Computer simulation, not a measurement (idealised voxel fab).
Title: Process Module voxel self aligned vias
Xsec cut, 155 nm wide, square cell size 5 nm.
Cross-section format: a grid of square cells, given as bands from top to bottom; each band is one or more rows of cells. The entry gives the band's vertical extent as a top height and a bottom height in nm, then its horizontal make-up as materials from left to right, each with a width in nm. "blank" stands for empty space; a single material marked "edge to edge" fills the band edge to edge. All heights in this document are referenced to 0, defined as the level beneath which the wafer, as received, consists entirely of one material. The lowest band is not bounded below; it extends indefinitely downward and is written in the form "from 0 down". With a width like "30->40", each row of cells in the band differs from the next by the same amount, the top row carrying the first number and the bottom row the second. When a step is marked "no change", none of the cells in the cross-section changed during that step. Voids not open to the top, 8 cells minimum: see "Closed void listing". Written width x height at distance; distance is from the left edge; nm. Formally, on a step line, whatever follows the settings is a remark that the simulator itself makes on the step. overlay nm: how far to the right of its planned place the mask lay on this masked step (negative: to the left).

[Set out below are the planned steps of the process]
step 1: RECEIVE with material Si
step 2: CONFORMAL_DEP with material SiO2, thk nm 15
step 3: CONFORMAL_DEP with material SiCN, thk nm 5
step 4: DIRECTIONAL_DEP with material lowk, thk nm 30
step 5: DIRECTIONAL_DEP with material aC, thk nm 15
step 6: PATTERN with tone open, mask id LINES, material resist, width nm 25, pitch nm 75, thk nm 35, overlay nm 0
step 7: DIRECTIONAL_ETCH with etch materials aC, depth nm 15
step 8: STRIP with etch materials resist
step 9: DIRECTIONAL_ETCH with etch materials lowk, depth nm 30
step 10: STRIP with etch materials aC
step 11: CONFORMAL_DEP with material TiN, thk nm 5
step 12: FILL_DEP with material Ru, thk nm 5
step 13: CMP with height nm 50
step 14: SELECTIVE_ETCH with etch materials W Ru TiN, depth nm 5
step 15: FILL_DEP with material SiN, thk nm 10
step 16: CMP with height nm 50
step 17: DIRECTIONAL_DEP with material lowk, thk nm 20
step 18: DIRECTIONAL_DEP with material aC, thk nm 10
step 19: PATTERN with tone open, mask id VIAS, material resist, width nm 45, pitch nm 75, thk nm 30, overlay nm 0
step 20: DIRECTIONAL_ETCH with etch materials aC, depth nm 10
step 21: STRIP with etch materials resist
step 22: DIRECTIONAL_ETCH with etch materials lowk, depth nm 20
step 23: DIRECTIONAL_ETCH with etch materials SiN, depth nm 5
step 24: STRIP with etch materials aC
step 25: CONFORMAL_DEP with material TiN, thk nm 5
step 26: FILL_DEP with material Ru, thk nm 10
step 27: CMP with height nm 70
step 28: CONFORMAL_DEP with material SiCN, thk nm 5

[Incoming wafer in cross-section (state: after step 1)]
  from 0 down = Si edge to edge
  Closed void listing: none

[Starting wafer: above. Plan: above. Run: one mistake. Cross-section after the module: below]
  from 75 to 70 = SiCN edge to edge
  from 70 to 50 = lowk=15, TiN=5, Ru=35, TiN=5, lowk=30, TiN=5, Ru=35, TiN=5, lowk=20
  from 50 to 45 = SiN=15, TiN=45, SiN=30, TiN=45, SiN=20
  from 45 to 20 = lowk=25, TiN=5, Ru=15, TiN=5, lowk=50, TiN=5, Ru=15, TiN=5, lowk=30
  from 20 to 15 = lowk=25, TiN=25, lowk=50, TiN=25, lowk=30
  from 15 to 0 = SiO2 edge to edge
  from 0 down = Si edge to edge
  Closed void listing: none
Diagnosis: step 3 of the plan was omitted and not executed
